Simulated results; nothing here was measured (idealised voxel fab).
process module | voxel transistor to metal
cross-section cut | 195 nm wide | cells 5 nm
A cross-section is a grid of square cells, given in bands from the top down. A band is one or more rows of cells.
Each band's line starts with the height of the band's top and of its bottom, in nm. Then come its materials from left to right, each with its width in nm. One material with "throughout" fills the band from edge to edge. "air" is empty space.
Height 0 is the level under which the wafer as received is all one material. The lowest band goes on downwards, as in "0 down".
A width such as "30 to 40" changes by the same amount from each row of cells to the next, from the band's top row to its bottom row.
"no change" after a step means that no cell of the cross-section changed.
closed voids: empty space of 8 cells or more with no open way to the top, each as width x height at its distance from the left edge, in nm
after a step's settings: what the simulator itself notes on the step
overlay nm, on a step with a mask: how far to the right of its planned place the mask lay; to the left if negative
Each pair below shows a cross-section before one step and the cross-section after it, down to the lowest band that changed. The line under each pair gives the step between them, with its settings. The pairs can come from different runs of this module on the same starting wafer, so a pair continues from the pair above only where its "before" says so.
before
  0 down: Si throughout
  closed voids: none
after
  0 to -5: SiO2 throughout
  below -5: unchanged
  closed voids: none
the step between: op OXIDIZE | depth nm 5
before: the cross-section after the pair above
after
  15 to 0: SiN throughout
  below 0: unchanged
  closed voids: none
the step between: op CONFORMAL_DEP | material SiN | thk nm 15
before: the cross-section after the pair above
after
  15 to 0: air 45 | SiN 105 | air 45
  below 0: unchanged
  closed voids: none
the step between: op MASKED_ETCH | tone cover | mask id ACTIVE | width nm 105 | etch materials SiN | depth nm 15 | overlay nm 0
before: the cross-section after the pair above
after
  15 to 0: air 45 | SiN 105 | air 45
  0 to -5: air 45 | SiO2 105 | air 45
  below -5: unchanged
  closed voids: none
the step between: op MASKED_ETCH | tone cover | mask id ACTIVE | width nm 105 | etch materials SiO2 | depth nm 5 | overlay nm 0
before: the cross-section after the pair above
after
  15 to 0: air 45 | SiN 105 | air 45
  0 to -5: air 45 | SiO2 105 | air 45
  -5 to -30: air 45 | Si 105 | air 45
  below -30: unchanged
  closed voids: none
the step between: op MASKED_ETCH | tone cover | mask id ACTIVE | width nm 105 | etch materials Si | depth nm 25 | overlay nm 0
before: the cross-section after the pair above
after
  30 to 15: SiO2 throughout
  15 to 0: SiO2 45 | SiN 105 | SiO2 45
  0 to -5: SiO2 throughout
  -5 to -30: SiO2 45 | Si 105 | SiO2 45
  below -30: unchanged
  closed voids: none
the step between: op FILL_DEP | material SiO2 | thk nm 15
before: the cross-section after the pair above
after
  15 to 0: SiO2 45 | SiN 105 | SiO2 45
  below 0: unchanged
  closed voids: none
the step between: op CMP | height nm 15
before: the cross-section after the pair above
after
  15 to 10: air 45 | SiN 105 | air 45
  below 10: unchanged
  closed voids: none
the step between: op SELECTIVE_ETCH | etch materials SiO2 | depth nm 5
before: the cross-section after the pair above
after
  10 to 0: SiO2 45 | air 105 | SiO2 45
  below 0: unchanged
  closed voids: none
the step between: op STRIP | etch materials SiN
before: the cross-section after the pair above
after
  5 to -5: SiO2 40 | air 115 | SiO2 40
  below -5: unchanged
  closed voids: none
the step between: op SELECTIVE_ETCH | etch materials SiO2 | depth nm 5
before: the cross-section after the pair above
after
  5 to -5: SiO2 40 | air 115 | SiO2 40
  -5 to -10: SiO2 throughout
  below -10: unchanged
  closed voids: none
the step between: op OXIDIZE | depth nm 5
before: the cross-section after the pair above
after
  30 to 20: polySi 40 | air 115 | polySi 40
  20 to 5: polySi throughout
  5 to -5: SiO2 40 | polySi 115 | SiO2 40
  below -5: unchanged
  closed voids: none
the step between: op DIRECTIONAL_DEP | material polySi | thk nm 25
before: the cross-section after the pair above
after
  40 to 30: SiCN 40 | air 115 | SiCN 40
  30 to 20: polySi 40 | SiCN 115 | polySi 40
  below 20: unchanged
  closed voids: none
the step between: op DIRECTIONAL_DEP | material SiCN | thk nm 10
before: the cross-section after the pair above
after
  30 to 20: polySi 40 | air 50 | SiCN 15 | air 50 | polySi 40
  below 20: unchanged
  closed voids: none
the step between: op MASKED_ETCH | tone cover | mask id GATE | width nm 15 | etch materials SiCN | depth nm 20 | overlay nm 0
before: the cross-section after the pair above
after
  30 to 20: air 90 | SiCN 15 | air 90
  20 to 5: air 90 | polySi 15 | air 90
  5 to -5: SiO2 40 | air 50 | polySi 15 | air 50 | SiO2 40
  below -5: unchanged
  closed voids: none
the step between: op MASKED_ETCH | tone cover | mask id GATE | width nm 15 | etch materials polySi | depth nm 35 | overlay nm 0
before: the cross-section after the pair above
after
  35 to 30: air 85 | SiO2 25 | air 85
  30 to 20: air 85 | SiO2 5 | SiCN 15 | SiO2 5 | air 85
  20 to 10: air 85 | SiO2 5 | polySi 15 | SiO2 5 | air 85
  10 to 0: SiO2 45 | air 40 | SiO2 5 | polySi 15 | SiO2 5 | air 40 | SiO2 45
  0 to -5: SiO2 90 | polySi 15 | SiO2 90
  below -5: unchanged
  closed voids: none
the step between: op CONFORMAL_DEP | material SiO2 | thk nm 5
before: the cross-section after the pair above
after
  30 to 20: air 85 | SiO2 5 | SiCN 15 | SiO2 5 | air 85
  20 to 5: air 85 | SiO2 5 | polySi 15 | SiO2 5 | air 85
  5 to -5: SiO2 45 | air 40 | SiO2 5 | polySi 15 | SiO2 5 | air 40 | SiO2 45
  below -5: unchanged
  closed voids: none
the step between: op DIRECTIONAL_ETCH | etch materials SiO2 | depth nm 5
before: the cross-section after the pair above
after
  35 to 30: air 80 | SiN 35 | air 80
  30 to 20: air 80 | SiN 5 | SiO2 5 | SiCN 15 | SiO2 5 | SiN 5 | air 80
  20 to 10: air 80 | SiN 5 | SiO2 5 | polySi 15 | SiO2 5 | SiN 5 | air 80
  10 to 5: SiN 50 | air 30 | SiN 5 | SiO2 5 | polySi 15 | SiO2 5 | SiN 5 | air 30 | SiN 50
  5 to 0: SiO2 45 | SiN 5 | air 30 | SiN 5 | SiO2 5 | polySi 15 | SiO2 5 | SiN 5 | air 30 | SiN 5 | SiO2 45
  0 to -5: SiO2 45 | SiN 40 | SiO2 5 | polySi 15 | SiO2 5 | SiN 40 | SiO2 45
  below -5: unchanged
  closed voids: none
the step between: op CONFORMAL_DEP | material SiN | thk nm 5
before: the cross-section after the pair above
after
  30 to 20: air 80 | SiN 5 | SiO2 5 | SiCN 15 | SiO2 5 | SiN 5 | air 80
  20 to 5: air 80 | SiN 5 | SiO2 5 | polySi 15 | SiO2 5 | SiN 5 | air 80
  5 to -5: SiO2 45 | SiN 5 | air 30 | SiN 5 | SiO2 5 | polySi 15 | SiO2 5 | SiN 5 | air 30 | SiN 5 | SiO2 45
  below -5: unchanged
  closed voids: none
the step between: op DIRECTIONAL_ETCH | etch materials SiN | depth nm 5
before: the cross-section after the pair above
after
  30 to 25: air 80 | SiN 5 | air 5 | SiCN 15 | air 5 | SiN 5 | air 80
  25 to 20: air 80 | SiN 5 | SiO2 5 | SiCN 15 | SiO2 5 | SiN 5 | air 80
  20 to 5: air 80 | SiN 5 | SiO2 5 | polySi 15 | SiO2 5 | SiN 5 | air 80
  5 to 0: air 45 | SiN 5 | air 30 | SiN 5 | SiO2 5 | polySi 15 | SiO2 5 | SiN 5 | air 30 | SiN 5 | air 45
  0 to -5: SiO2 45 | SiN 5 | air 30 | SiN 5 | SiO2 5 | polySi 15 | SiO2 5 | SiN 5 | air 30 | SiN 5 | SiO2 45
  -5 to -10: SiO2 50 | air 30 | SiO2 35 | air 30 | SiO2 50
  below -10: unchanged
  closed voids: none
the step between: op DIRECTIONAL_ETCH | etch materials SiO2 | depth nm 5
before: the cross-section after the pair above
after
  30 to 25: air 80 | SiN 5 | air 5 | SiCN 15 | air 5 | SiN 5 | air 80
  25 to 20: air 80 | SiN 5 | SiO2 5 | SiCN 15 | SiO2 5 | SiN 5 | air 80
  20 to 5: air 80 | SiN 5 | SiO2 5 | polySi 15 | SiO2 5 | SiN 5 | air 80
  5 to 0: air 45 | SiN 5 | air 30 | SiN 5 | SiO2 5 | polySi 15 | SiO2 5 | SiN 5 | air 30 | SiN 5 | air 45
  0 to -5: SiO2 45 | SiN 5 | air 30 | SiN 5 | SiO2 5 | polySi 15 | SiO2 5 | SiN 5 | air 30 | SiN 5 | SiO2 45
  -5 to -10: SiO2 50 | air 30 | SiO2 35 | air 30 | SiO2 50
  -10 to -15: SiO2 45 | Si 5 | air 30 | Si 35 | air 30 | Si 5 | SiO2 45
  below -15: unchanged
  closed voids: none
the step between: op DIRECTIONAL_ETCH | etch materials Si | depth nm 5
before: the cross-section after the pair above
after
  30 to 25: air 80 | SiN 5 | air 5 | SiCN 15 | air 5 | SiN 5 | air 80
  25 to 20: air 80 | SiN 5 | SiO2 5 | SiCN 15 | SiO2 5 | SiN 5 | air 80
  20 to 5: air 80 | SiN 5 | SiO2 5 | polySi 15 | SiO2 5 | SiN 5 | air 80
  5 to 0: air 45 | SiN 5 | air 30 | SiN 5 | SiO2 5 | polySi 15 | SiO2 5 | SiN 5 | air 30 | SiN 5 | air 45
  0 to -5: SiO2 45 | SiN 5 | SiGe 10 | air 10 | SiGe 10 | SiN 5 | SiO2 5 | polySi 15 | SiO2 5 | SiN 5 | SiGe 10 | air 10 | SiGe 10 | SiN 5 | SiO2 45
  -5 to -10: SiO2 50 | SiGe 30 | SiO2 35 | SiGe 30 | SiO2 50
  -10 to -15: SiO2 45 | Si 5 | SiGe 30 | Si 35 | SiGe 30 | Si 5 | SiO2 45
  below -15: unchanged
  closed voids: none
the step between: op EPI | material SiGe | thk nm 10
before: the cross-section after the pair above
after
  35 to 30: SiO2 throughout
  30 to 20: SiO2 80 | SiN 5 | SiO2 5 | SiCN 15 | SiO2 5 | SiN 5 | SiO2 80
  20 to 5: SiO2 80 | SiN 5 | SiO2 5 | polySi 15 | SiO2 5 | SiN 5 | SiO2 80
  5 to 0: SiO2 45 | SiN 5 | SiO2 30 | SiN 5 | SiO2 5 | polySi 15 | SiO2 5 | SiN 5 | SiO2 30 | SiN 5 | SiO2 45
  0 to -5: SiO2 45 | SiN 5 | SiGe 10 | SiO2 10 | SiGe 10 | SiN 5 | SiO2 5 | polySi 15 | SiO2 5 | SiN 5 | SiGe 10 | SiO2 10 | SiGe 10 | SiN 5 | SiO2 45
  below -5: unchanged
  closed voids: none
the step between: op FILL_DEP | material SiO2 | thk nm 5
before: the cross-section after the pair above
after
  30 to 20: SiO2 80 | SiN 5 | SiO2 5 | SiCN 15 | SiO2 5 | SiN 5 | SiO2 80
  below 20: unchanged
  closed voids: none
the step between: op CMP | height nm 30
before: the cross-section after the pair above
after
  40 to 30: SiO2 throughout
  below 30: unchanged
  closed voids: none
the step between: op DIRECTIONAL_DEP | material SiO2 | thk nm 10
before: the cross-section after the pair above
after
  55 to 40: aC throughout
  below 40: unchanged
  closed voids: none
the step between: op DIRECTIONAL_DEP | material aC | thk nm 15
before: the cross-section after the pair above
after
  90 to 55: resist 50 | air 35 | resist 25 | air 35 | resist 50
  below 55: unchanged
  closed voids: none
the step between: op PATTERN | tone open | mask id CONTACT | material resist | width nm 35 | pitch nm 60 | thk nm 35 | overlay nm 0
before: the cross-section after the pair above
after
  75 to 55: resist 50 | air 35 | resist 25 | air 35 | resist 50
  55 to 40: aC 50 | air 35 | aC 25 | air 35 | aC 50
  below 40: unchanged
  closed voids: none
the step between: op DIRECTIONAL_ETCH | etch materials aC | depth nm 15
before: the cross-section after the pair above
after
  55 to 40: aC 50 | air 35 | aC 25 | air 35 | aC 50
  below 40: unchanged
  closed voids: none
the step between: op STRIP | etch materials resist
before: the cross-section after the pair above
after
  55 to 40: aC 50 | air 35 | aC 25 | air 35 | aC 50
  40 to 30: SiO2 50 | air 35 | SiO2 25 | air 35 | SiO2 50
  30 to 20: SiO2 50 | air 30 | SiN 5 | SiO2 5 | SiCN 15 | SiO2 5 | SiN 5 | air 30 | SiO2 50
  20 to 5: SiO2 50 | air 30 | SiN 5 | SiO2 5 | polySi 15 | SiO2 5 | SiN 5 | air 30 | SiO2 50
  5 to 0: SiO2 45 | SiN 5 | air 30 | SiN 5 | SiO2 5 | polySi 15 | SiO2 5 | SiN 5 | air 30 | SiN 5 | SiO2 45
  0 to -5: SiO2 45 | SiN 5 | SiGe 10 | air 10 | SiGe 10 | SiN 5 | SiO2 5 | polySi 15 | SiO2 5 | SiN 5 | SiGe 10 | air 10 | SiGe 10 | SiN 5 | SiO2 45
  below -5: unchanged
  closed voids: none
the step between: op DIRECTIONAL_ETCH | etch materials SiO2 | depth nm 45
before: the cross-section after the pair above
after
  40 to 30: SiO2 50 | air 35 | SiO2 25 | air 35 | SiO2 50
  below 30: unchanged
  closed voids: none
the step between: op STRIP | etch materials aC
before: the cross-section after the pair above
after
  45 to 40: TiN 55 | air 25 | TiN 35 | air 25 | TiN 55
  40 to 30: SiO2 50 | TiN 5 | air 25 to 20 | TiN 5 to 10 | SiO2 25 | TiN 5 to 10 | air 25 to 20 | TiN 5 | SiO2 50
  30 to 20: SiO2 50 | TiN 5 | air 20 | TiN 5 | SiN 5 | SiO2 5 | SiCN 15 | SiO2 5 | SiN 5 | TiN 5 | air 20 | TiN 5 | SiO2 50
  20 to 5: SiO2 50 | TiN 5 | air 20 | TiN 5 | SiN 5 | SiO2 5 | polySi 15 | SiO2 5 | SiN 5 | TiN 5 | air 20 | TiN 5 | SiO2 50
  5 to 0: SiO2 45 | SiN 5 | TiN 30 | SiN 5 | SiO2 5 | polySi 15 | SiO2 5 | SiN 5 | TiN 30 | SiN 5 | SiO2 45
  0 to -5: SiO2 45 | SiN 5 | SiGe 10 | TiN 10 | SiGe 10 | SiN 5 | SiO2 5 | polySi 15 | SiO2 5 | SiN 5 | SiGe 10 | TiN 10 | SiGe 10 | SiN 5 | SiO2 45
  below -5: unchanged
  closed voids: none
the step between: op CONFORMAL_DEP | material TiN | thk nm 5
before: the cross-section after the pair above
after
  55 to 45: Ru throughout
  45 to 40: TiN 55 | Ru 25 | TiN 35 | Ru 25 | TiN 55
  40 to 30: SiO2 50 | TiN 5 | Ru 25 to 20 | TiN 5 to 10 | SiO2 25 | TiN 5 to 10 | Ru 25 to 20 | TiN 5 | SiO2 50
  30 to 20: SiO2 50 | TiN 5 | Ru 20 | TiN 5 | SiN 5 | SiO2 5 | SiCN 15 | SiO2 5 | SiN 5 | TiN 5 | Ru 20 | TiN 5 | SiO2 50
  20 to 5: SiO2 50 | TiN 5 | Ru 20 | TiN 5 | SiN 5 | SiO2 5 | polySi 15 | SiO2 5 | SiN 5 | TiN 5 | Ru 20 | TiN 5 | SiO2 50
  below 5: unchanged
  closed voids: none
the step between: op FILL_DEP | material Ru | thk nm 10
before: the cross-section after the pair above
after
  40 to 30: SiO2 50 | TiN 5 | Ru 25 to 20 | TiN 5 to 10 | SiO2 25 | TiN 5 to 10 | Ru 25 to 20 | TiN 5 | SiO2 50
  below 30: unchanged
  closed voids: none
the step between: op CMP | height nm 40
before: the cross-section after the pair above
after
  45 to 40: SiN throughout
  below 40: unchanged
  closed voids: none
the step between: op CONFORMAL_DEP | material SiN | thk nm 5
before: the cross-section after the pair above
after
  70 to 45: lowk throughout
  below 45: unchanged
  closed voids: none
the step between: op DIRECTIONAL_DEP | material lowk | thk nm 25
before: the cross-section after the pair above
after
  70 to 45: lowk 50 | air 20 | lowk 55 | air 20 | lowk 50
  below 45: unchanged
  closed voids: none
the step between: op MASKED_ETCH | tone open | mask id METAL_1 | width nm 20 | pitch nm 75 | etch materials lowk | depth nm 25 | overlay nm 0
before: the cross-section after the pair above
after
  70 to 45: lowk 50 | air 20 | lowk 55 | air 20 | lowk 50
  45 to 40: SiN 50 | air 20 | SiN 55 | air 20 | SiN 50
  below 40: unchanged
  closed voids: none
the step between: op MASKED_ETCH | tone open | mask id METAL_1 | width nm 20 | pitch nm 75 | etch materials SiN | depth nm 5 | overlay nm 0
before: the cross-section after the pair above
after
  75 to 70: TiN 55 | air 10 | TiN 65 | air 10 | TiN 55
  70 to 45: lowk 50 | TiN 5 | air 10 | TiN 5 | lowk 55 | TiN 5 | air 10 | TiN 5 | lowk 50
  45 to 40: SiN 50 | TiN 20 | SiN 55 | TiN 20 | SiN 50
  below 40: unchanged
  closed voids: none
the step between: op CONFORMAL_DEP | material TiN | thk nm 5
before: the cross-section after the pair above
after
  85 to 75: W throughout
  75 to 70: TiN 55 | W 10 | TiN 65 | W 10 | TiN 55
  70 to 45: lowk 50 | TiN 5 | W 10 | TiN 5 | lowk 55 | TiN 5 | W 10 | TiN 5 | lowk 50
  below 45: unchanged
  closed voids: none
the step between: op FILL_DEP | material W | thk nm 10
before: the cross-section after the pair above
after
  70 to 45: lowk 50 | TiN 5 | W 10 | TiN 5 | lowk 55 | TiN 5 | W 10 | TiN 5 | lowk 50
  below 45: unchanged
  closed voids: none
the step between: op CMP | height nm 70
before: the cross-section after the pair above
after
  75 to 70: SiCN throughout
  below 70: unchanged
  closed voids: none
the step between: op CONFORMAL_DEP | material SiCN | thk nm 5
before
  30 to 20: air 85 | SiO2 5 | SiCN 15 | SiO2 5 | air 85
  20 to 5: air 85 | SiO2 5 | polySi 15 | SiO2 5 | air 85
  5 to -5: SiO2 45 | air 40 | SiO2 5 | polySi 15 | SiO2 5 | air 40 | SiO2 45
  -5 to -10: SiO2 throughout
  -10 to -30: SiO2 45 | Si 105 | SiO2 45
  -30 down: Si throughout
  closed voids: none
after
  30 to 25: air 90 | SiCN 15 | air 90
  25 to 20: air 85 | SiO2 5 | SiCN 15 | SiO2 5 | air 85
  20 to 0: air 85 | SiO2 5 | polySi 15 | SiO2 5 | air 85
  0 to -5: SiO2 45 | air 40 | SiO2 5 | polySi 15 | SiO2 5 | air 40 | SiO2 45
  -5 to -10: SiO2 45 | air 40 | SiO2 25 | air 40 | SiO2 45
  below -10: unchanged
  closed voids: none
the step between: op DIRECTIONAL_ETCH | etch materials SiO2 | depth nm 5
before: the cross-section after the pair above
after
  30 to 25: air 90 | SiCN 15 | air 90
  25 to 20: air 85 | SiO2 5 | SiCN 15 | SiO2 5 | air 85
  20 to 0: air 85 | SiO2 5 | polySi 15 | SiO2 5 | air 85
  0 to -5: SiO2 45 | air 40 | SiO2 5 | polySi 15 | SiO2 5 | air 40 | SiO2 45
  -5 to -10: SiO2 45 | air 40 | SiO2 25 | air 40 | SiO2 45
  -10 to -15: SiO2 45 | air 40 | Si 25 | air 40 | SiO2 45
  below -15: unchanged
  closed voids: none
the step between: op DIRECTIONAL_ETCH | etch materials Si | depth nm 5
before: the cross-section after the pair above
after
  30 to 25: air 90 | SiCN 15 | air 90
  25 to 20: air 85 | SiO2 5 | SiCN 15 | SiO2 5 | air 85
  20 to 0: air 85 | SiO2 5 | polySi 15 | SiO2 5 | air 85
  0 to -5: SiO2 45 | air 30 | SiGe 10 | SiO2 5 | polySi 15 | SiO2 5 | SiGe 10 | air 30 | SiO2 45
  -5 to -10: SiO2 45 | SiGe 40 | SiO2 25 | SiGe 40 | SiO2 45
  -10 to -15: SiO2 45 | SiGe 40 | Si 25 | SiGe 40 | SiO2 45
  below -15: unchanged
  closed voids: none
the step between: op EPI | material SiGe | thk nm 10
before: the cross-section after the pair above
after
  35 to 30: SiO2 throughout
  30 to 20: SiO2 90 | SiCN 15 | SiO2 90
  20 to 0: SiO2 90 | polySi 15 | SiO2 90
  0 to -5: SiO2 75 | SiGe 10 | SiO2 5 | polySi 15 | SiO2 5 | SiGe 10 | SiO2 75
  below -5: unchanged
  closed voids: none
the step between: op FILL_DEP | material SiO2 | thk nm 5
before: the cross-section after the pair above
after
  30 to 20: SiO2 90 | SiCN 15 | SiO2 90
  below 20: unchanged
  closed voids: none
the step between: op CMP | height nm 30
before: the cross-section after the pair above
after
  40 to 30: SiO2 throughout
  below 30: unchanged
  closed voids: none
the step between: op DIRECTIONAL_DEP | material SiO2 | thk nm 10
before: the cross-section after the pair above
after
  55 to 40: aC throughout
  below 40: unchanged
  closed voids: none
the step between: op DIRECTIONAL_DEP | material aC | thk nm 15
before: the cross-section after the pair above
after
  90 to 55: resist 50 | air 35 | resist 25 | air 35 | resist 50
  below 55: unchanged
  closed voids: none
the step between: op PATTERN | tone open | mask id CONTACT | material resist | width nm 35 | pitch nm 60 | thk nm 35 | overlay nm 0
before: the cross-section after the pair above
after
  75 to 55: resist 50 | air 35 | resist 25 | air 35 | resist 50
  55 to 40: aC 50 | air 35 | aC 25 | air 35 | aC 50
  below 40: unchanged
  closed voids: none
the step between: op DIRECTIONAL_ETCH | etch materials aC | depth nm 15
before: the cross-section after the pair above
after
  55 to 40: aC 50 | air 35 | aC 25 | air 35 | aC 50
  below 40: unchanged
  closed voids: none
the step between: op STRIP | etch materials resist
before: the cross-section after the pair above
after
  55 to 40: aC 50 | air 35 | aC 25 | air 35 | aC 50
  40 to 30: SiO2 50 | air 35 | SiO2 25 | air 35 | SiO2 50
  30 to 20: SiO2 50 | air 35 | SiO2 5 | SiCN 15 | SiO2 5 | air 35 | SiO2 50
  20 to 0: SiO2 50 | air 35 | SiO2 5 | polySi 15 | SiO2 5 | air 35 | SiO2 50
  0 to -5: SiO2 50 | air 25 | SiGe 10 | SiO2 5 | polySi 15 | SiO2 5 | SiGe 10 | air 25 | SiO2 50
  below -5: unchanged
  closed voids: none
the step between: op DIRECTIONAL_ETCH | etch materials SiO2 | depth nm 45
before: the cross-section after the pair above
after
  40 to 30: SiO2 50 | air 35 | SiO2 25 | air 35 | SiO2 50
  below 30: unchanged
  closed voids: none
the step between: op STRIP | etch materials aC
before: the cross-section after the pair above
after
  45 to 40: TiN 55 | air 25 | TiN 35 | air 25 | TiN 55
  40 to 30: SiO2 50 | TiN 5 | air 25 | TiN 5 | SiO2 25 | TiN 5 | air 25 | TiN 5 | SiO2 50
  30 to 20: SiO2 50 | TiN 5 | air 25 | TiN 5 | SiO2 5 | SiCN 15 | SiO2 5 | TiN 5 | air 25 | TiN 5 | SiO2 50
  20 to 5: SiO2 50 | TiN 5 | air 25 | TiN 5 | SiO2 5 | polySi 15 | SiO2 5 | TiN 5 | air 25 | TiN 5 | SiO2 50
  5 to 0: SiO2 50 | TiN 5 | air 15 | TiN 15 | SiO2 5 | polySi 15 | SiO2 5 | TiN 15 | air 15 | TiN 5 | SiO2 50
  0 to -5: SiO2 50 | TiN 25 | SiGe 10 | SiO2 5 | polySi 15 | SiO2 5 | SiGe 10 | TiN 25 | SiO2 50
  below -5: unchanged
  closed voids: none
the step between: op CONFORMAL_DEP | material TiN | thk nm 5
before: the cross-section after the pair above
after
  55 to 45: Ru throughout
  45 to 40: TiN 55 | Ru 25 | TiN 35 | Ru 25 | TiN 55
  40 to 30: SiO2 50 | TiN 5 | Ru 25 | TiN 5 | SiO2 25 | TiN 5 | Ru 25 | TiN 5 | SiO2 50
  30 to 20: SiO2 50 | TiN 5 | Ru 25 | TiN 5 | SiO2 5 | SiCN 15 | SiO2 5 | TiN 5 | Ru 25 | TiN 5 | SiO2 50
  20 to 5: SiO2 50 | TiN 5 | Ru 25 | TiN 5 | SiO2 5 | polySi 15 | SiO2 5 | TiN 5 | Ru 25 | TiN 5 | SiO2 50
  5 to 0: SiO2 50 | TiN 5 | Ru 15 | TiN 15 | SiO2 5 | polySi 15 | SiO2 5 | TiN 15 | Ru 15 | TiN 5 | SiO2 50
  below 0: unchanged
  closed voids: none
the step between: op FILL_DEP | material Ru | thk nm 10
before: the cross-section after the pair above
after
  40 to 30: SiO2 50 | TiN 5 | Ru 25 | TiN 5 | SiO2 25 | TiN 5 | Ru 25 | TiN 5 | SiO2 50
  below 30: unchanged
  closed voids: none
the step between: op CMP | height nm 40
before: the cross-section after the pair above
after
  45 to 40: SiN throughout
  below 40: unchanged
  closed voids: none
the step between: op CONFORMAL_DEP | material SiN | thk nm 5
before: the cross-section after the pair above
after
  70 to 45: lowk throughout
  below 45: unchanged
  closed voids: none
the step between: op DIRECTIONAL_DEP | material lowk | thk nm 25
before: the cross-section after the pair above
after
  70 to 45: lowk 50 | air 20 | lowk 55 | air 20 | lowk 50
  below 45: unchanged
  closed voids: none
the step between: op MASKED_ETCH | tone open | mask id METAL_1 | width nm 20 | pitch nm 75 | etch materials lowk | depth nm 25 | overlay nm 0
before: the cross-section after the pair above
after
  70 to 45: lowk 50 | air 20 | lowk 55 | air 20 | lowk 50
  45 to 40: SiN 50 | air 20 | SiN 55 | air 20 | SiN 50
  below 40: unchanged
  closed voids: none
the step between: op MASKED_ETCH | tone open | mask id METAL_1 | width nm 20 | pitch nm 75 | etch materials SiN | depth nm 5 | overlay nm 0
before: the cross-section after the pair above
after
  75 to 70: TiN 55 | air 10 | TiN 65 | air 10 | TiN 55
  70 to 45: lowk 50 | TiN 5 | air 10 | TiN 5 | lowk 55 | TiN 5 | air 10 | TiN 5 | lowk 50
  45 to 40: SiN 50 | TiN 20 | SiN 55 | TiN 20 | SiN 50
  below 40: unchanged
  closed voids: none
the step between: op CONFORMAL_DEP | material TiN | thk nm 5
before: the cross-section after the pair above
after
  85 to 75: W throughout
  75 to 70: TiN 55 | W 10 | TiN 65 | W 10 | TiN 55
  70 to 45: lowk 50 | TiN 5 | W 10 | TiN 5 | lowk 55 | TiN 5 | W 10 | TiN 5 | lowk 50
  below 45: unchanged
  closed voids: none
the step between: op FILL_DEP | material W | thk nm 10
before: the cross-section after the pair above
after
  70 to 45: lowk 50 | TiN 5 | W 10 | TiN 5 | lowk 55 | TiN 5 | W 10 | TiN 5 | lowk 50
  below 45: unchanged
  closed voids: none
the step between: op CMP | height nm 70
before: the cross-section after the pair above
after
  75 to 70: SiCN throughout
  below 70: unchanged
  closed voids: none
the step between: op CONFORMAL_DEP | material SiCN | thk nm 5
before
  15 to 0: air 45 | SiN 105 | air 45
  0 to -5: air 45 | SiO2 105 | air 45
  -5 to -30: air 45 | Si 105 | air 45
  -30 down: Si throughout
  closed voids: none
after
  15 to 0: air 45 | SiN 105 | air 45
  0 to -5: air 45 | SiO2 105 | air 45
  -5 to -55: air 45 | Si 105 | air 45
  below -55: unchanged
  closed voids: none
the step between: op MASKED_ETCH | tone cover | mask id ACTIVE | width nm 105 | etch materials Si | depth nm 25 | overlay nm 0
before: the cross-section after the pair above
after
  30 to 15: SiO2 throughout
  15 to 0: SiO2 45 | SiN 105 | SiO2 45
  0 to -5: SiO2 throughout
  -5 to -55: SiO2 45 | Si 105 | SiO2 45
  below -55: unchanged
  closed voids: none
the step between: op FILL_DEP | material SiO2 | thk nm 15
before: the cross-section after the pair above
after
  15 to 0: SiO2 45 | SiN 105 | SiO2 45
  below 0: unchanged
  closed voids: none
the step between: op CMP | height nm 15
before: the cross-section after the pair above
after
  15 to 10: air 45 | SiN 105 | air 45
  below 10: unchanged
  closed voids: none
the step between: op SELECTIVE_ETCH | etch materials SiO2 | depth nm 5
before: the cross-section after the pair above
after
  10 to 0: SiO2 45 | air 105 | SiO2 45
  below 0: unchanged
  closed voids: none
the step between: op STRIP | etch materials SiN
before: the cross-section after the pair above
after
  5 to -5: SiO2 40 | air 115 | SiO2 40
  below -5: unchanged
  closed voids: none
the step between: op SELECTIVE_ETCH | etch materials SiO2 | depth nm 5
before: the cross-section after the pair above
after
  5 to -5: SiO2 40 | air 115 | SiO2 40
  -5 to -10: SiO2 throughout
  below -10: unchanged
  closed voids: none
the step between: op OXIDIZE | depth nm 5
before: the cross-section after the pair above
after
  30 to 20: polySi 40 | air 115 | polySi 40
  20 to 5: polySi throughout
  5 to -5: SiO2 40 | polySi 115 | SiO2 40
  below -5: unchanged
  closed voids: none
the step between: op DIRECTIONAL_DEP | material polySi | thk nm 25
before: the cross-section after the pair above
after
  40 to 30: SiCN 40 | air 115 | SiCN 40
  30 to 20: polySi 40 | SiCN 115 | polySi 40
  below 20: unchanged
  closed voids: none
the step between: op DIRECTIONAL_DEP | material SiCN | thk nm 10
before: the cross-section after the pair above
after
  30 to 20: polySi 40 | air 50 | SiCN 15 | air 50 | polySi 40
  below 20: unchanged
  closed voids: none
the step between: op MASKED_ETCH | tone cover | mask id GATE | width nm 15 | etch materials SiCN | depth nm 20 | overlay nm 0
before: the cross-section after the pair above
after
  30 to 20: air 90 | SiCN 15 | air 90
  20 to 5: air 90 | polySi 15 | air 90
  5 to -5: SiO2 40 | air 50 | polySi 15 | air 50 | SiO2 40
  below -5: unchanged
  closed voids: none
the step between: op MASKED_ETCH | tone cover | mask id GATE | width nm 15 | etch materials polySi | depth nm 35 | overlay nm 0
before: the cross-section after the pair above
after
  35 to 30: air 85 | SiO2 25 | air 85
  30 to 20: air 85 | SiO2 5 | SiCN 15 | SiO2 5 | air 85
  20 to 10: air 85 | SiO2 5 | polySi 15 | SiO2 5 | air 85
  10 to 0: SiO2 45 | air 40 | SiO2 5 | polySi 15 | SiO2 5 | air 40 | SiO2 45
  0 to -5: SiO2 90 | polySi 15 | SiO2 90
  below -5: unchanged
  closed voids: none
the step between: op CONFORMAL_DEP | material SiO2 | thk nm 5
before: the cross-section after the pair above
after
  30 to 20: air 85 | SiO2 5 | SiCN 15 | SiO2 5 | air 85
  20 to 5: air 85 | SiO2 5 | polySi 15 | SiO2 5 | air 85
  5 to -5: SiO2 45 | air 40 | SiO2 5 | polySi 15 | SiO2 5 | air 40 | SiO2 45
  below -5: unchanged
  closed voids: none
the step between: op DIRECTIONAL_ETCH | etch materials SiO2 | depth nm 5
before: the cross-section after the pair above
after
  35 to 30: air 80 | SiN 35 | air 80
  30 to 20: air 80 | SiN 5 | SiO2 5 | SiCN 15 | SiO2 5 | SiN 5 | air 80
  20 to 10: air 80 | SiN 5 | SiO2 5 | polySi 15 | SiO2 5 | SiN 5 | air 80
  10 to 5: SiN 50 | air 30 | SiN 5 | SiO2 5 | polySi 15 | SiO2 5 | SiN 5 | air 30 | SiN 50
  5 to 0: SiO2 45 | SiN 5 | air 30 | SiN 5 | SiO2 5 | polySi 15 | SiO2 5 | SiN 5 | air 30 | SiN 5 | SiO2 45
  0 to -5: SiO2 45 | SiN 40 | SiO2 5 | polySi 15 | SiO2 5 | SiN 40 | SiO2 45
  below -5: unchanged
  closed voids: none
the step between: op CONFORMAL_DEP | material SiN | thk nm 5
